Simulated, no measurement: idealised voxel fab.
Process module heading - voxel gate over fins
Section cut is 250 nm wide and gridded with 5 nm square cells.
Think of the cross-section as a grid of square cells. We describe it in bands, top to bottom, and each band covers one or more rows of those cells.
Basically the band line says how high the top is and how high the bottom is, in nm, and then what's in it from left to right, every material with its width in nm. Empty space shows up as "air", and if a single material carries "all across" it runs the full band edge to edge.
For the purposes of this specification, 0 denotes the height below which the wafer in its as-received condition is composed wholly of one material, and the lowermost band, lacking a lower limit, extends downward without end, as expressed in "from 0 down".
Width "30->40": first value at the band's top row of cells, second value at its bottom row, equal change from row to row.
"nothing got changed" for a step: no cell of the cross-section changed in that step.
Listed in "Closed void catalog": every empty space of 8 or more cells without an open way to the top. Form: width x height at distance, the distance being from the left edge, all in nm.
On a step's line, text after the settings is the simulator commenting on that step.
overlay nm: right-of-plan distance of the mask on a masked step; negative values mean left-of-plan.

Plan:
1: op RECEIVE | material Si
2: op CONFORMAL_DEP | material SiN | thk nm 10
3: op PATTERN | tone cover | mask id FINS | material resist | width nm 15 | pitch nm 50 | thk nm 20 | overlay nm 0
4: op DIRECTIONAL_ETCH | etch materials SiN | depth nm 10
5: op DIRECTIONAL_ETCH | etch materials Si | depth nm 30
6: op STRIP | etch materials resist
7: op FILL_DEP | material SiO2 | thk nm 5
8: op CMP | height nm 10
9: op MASKED_ETCH | tone open | mask id RAIL | width nm 15 | etch materials SiO2 | depth nm 35 | overlay nm 0
10: op CONFORMAL_DEP | material TiN | thk nm 5
11: op FILL_DEP | material W | thk nm 10
12: op CMP | height nm 10
13: op SELECTIVE_ETCH | etch materials W Ru TiN | depth nm 30
14: op FILL_DEP | material SiO2 | thk nm 5
15: op CMP | height nm 10
16: op SELECTIVE_ETCH | etch materials SiO2 | depth nm 25
17: op STRIP | etch materials SiN
18: op CONFORMAL_DEP | material HfO2 | thk nm 5
19: op CONFORMAL_DEP | material TiN | thk nm 5
20: op CONFORMAL_DEP | material TiAl | thk nm 5
21: op CONFORMAL_DEP | material TiN | thk nm 5
22: op FILL_DEP | material W | thk nm 15
23: op CMP | height nm 30
24: op CONFORMAL_DEP | material SiCN | thk nm 5

Wafer at receipt (post step 1), cross-section:
  from 0 down = Si all across
  Closed void catalog: none

First of two wafers at the end of the module, shown in cross-section; run carried out as planned:
  from 35 to 30 = SiCN all across
  from 30 to 20 = W all across
  from 20 to 15 = 45 W | 155 TiN | 50 W
  from 15 to 10 = 45 W | 5 TiN | 45 TiAl | 5 TiN | 45 TiAl | 5 TiN | 45 TiAl | 5 TiN | 50 W
  from 10 to 5 = 45 W | 5 TiN | 5 TiAl | 35 TiN | 5 TiAl | 5 TiN | 5 TiAl | 35 TiN | 5 TiAl | 5 TiN | 5 TiAl | 35 TiN | 5 TiAl | 5 TiN | 50 W
  from 5 to 0 = 50 TiN | 5 TiAl | 5 TiN | 25 HfO2 | 5 TiN | 5 TiAl | 5 TiN | 5 TiAl | 5 TiN | 25 HfO2 | 5 TiN | 5 TiAl | 5 TiN | 5 TiAl | 5 TiN | 25 HfO2 | 5 TiN | 5 TiAl | 55 TiN
  from 0 to -5 = 55 TiAl | 5 TiN | 5 HfO2 | 15 Si | 5 HfO2 | 5 TiN | 15 TiAl | 5 TiN | 5 HfO2 | 15 Si | 5 HfO2 | 5 TiN | 15 TiAl | 5 TiN | 5 HfO2 | 15 Si | 5 HfO2 | 5 TiN | 60 TiAl
  from -5 to -10 = 60 TiN | 5 HfO2 | 15 Si | 5 HfO2 | 25 TiN | 5 HfO2 | 15 Si | 5 HfO2 | 25 TiN | 5 HfO2 | 15 Si | 5 HfO2 | 65 TiN
  from -10 to -15 = 65 HfO2 | 15 Si | 35 HfO2 | 15 Si | 35 HfO2 | 15 Si | 70 HfO2
  from -15 to -20 = 65 SiO2 | 15 Si | 35 SiO2 | 15 Si | 35 SiO2 | 15 Si | 70 SiO2
  from -20 to -25 = 65 SiO2 | 15 Si | 10 SiO2 | 15 TiN | 10 SiO2 | 15 Si | 35 SiO2 | 15 Si | 70 SiO2
  from -25 to -30 = 65 SiO2 | 15 Si | 35 SiO2 | 15 Si | 35 SiO2 | 15 Si | 70 SiO2
  from -30 down = Si all across
  Closed void catalog: none

Second wafer at the end: like start, like plan, one mistake:
  from 35 to 30 = SiCN all across
  from 30 to 20 = W all across
  from 20 to 15 = 45 W | 155 TiN | 50 W
  from 15 to 10 = 45 W | 5 TiN | 45 TiAl | 5 TiN | 45 TiAl | 5 TiN | 45 TiAl | 5 TiN | 50 W
  from 10 to 5 = 45 W | 5 TiN | 5 TiAl | 35 TiN | 5 TiAl | 5 TiN | 5 TiAl | 35 TiN | 5 TiAl | 5 TiN | 5 TiAl | 35 TiN | 5 TiAl | 5 TiN | 50 W
  from 5 to 0 = 50 TiN | 5 TiAl | 5 TiN | 25 HfO2 | 5 TiN | 5 TiAl | 5 TiN | 5 TiAl | 5 TiN | 25 HfO2 | 5 TiN | 5 TiAl | 5 TiN | 5 TiAl | 5 TiN | 25 HfO2 | 5 TiN | 5 TiAl | 55 TiN
  from 0 to -5 = 55 TiAl | 5 TiN | 5 HfO2 | 15 Si | 5 HfO2 | 5 TiN | 15 TiAl | 5 TiN | 5 HfO2 | 15 Si | 5 HfO2 | 5 TiN | 15 TiAl | 5 TiN | 5 HfO2 | 15 Si | 5 HfO2 | 5 TiN | 60 TiAl
  from -5 to -10 = 60 TiN | 5 HfO2 | 15 Si | 5 HfO2 | 25 TiN | 5 HfO2 | 15 Si | 5 HfO2 | 25 TiN | 5 HfO2 | 15 Si | 5 HfO2 | 65 TiN
  from -10 to -15 = 65 HfO2 | 15 Si | 35 HfO2 | 15 Si | 35 HfO2 | 15 Si | 70 HfO2
  from -15 to -20 = 65 SiO2 | 15 Si | 35 SiO2 | 15 Si | 35 SiO2 | 15 Si | 70 SiO2
  from -20 to -25 = 65 SiO2 | 15 Si | 10 SiO2 | 15 TiN | 10 SiO2 | 15 Si | 35 SiO2 | 15 Si | 70 SiO2
  from -25 down = Si all across
  Closed void catalog: none
In executing the process, a mistake was made relative to the plan: not per plan at step 5, really ran op DIRECTIONAL_ETCH | etch materials Si | depth nm 25
Cell-count delta at end, second wafer over first, by material: Si +41, SiO2 -41
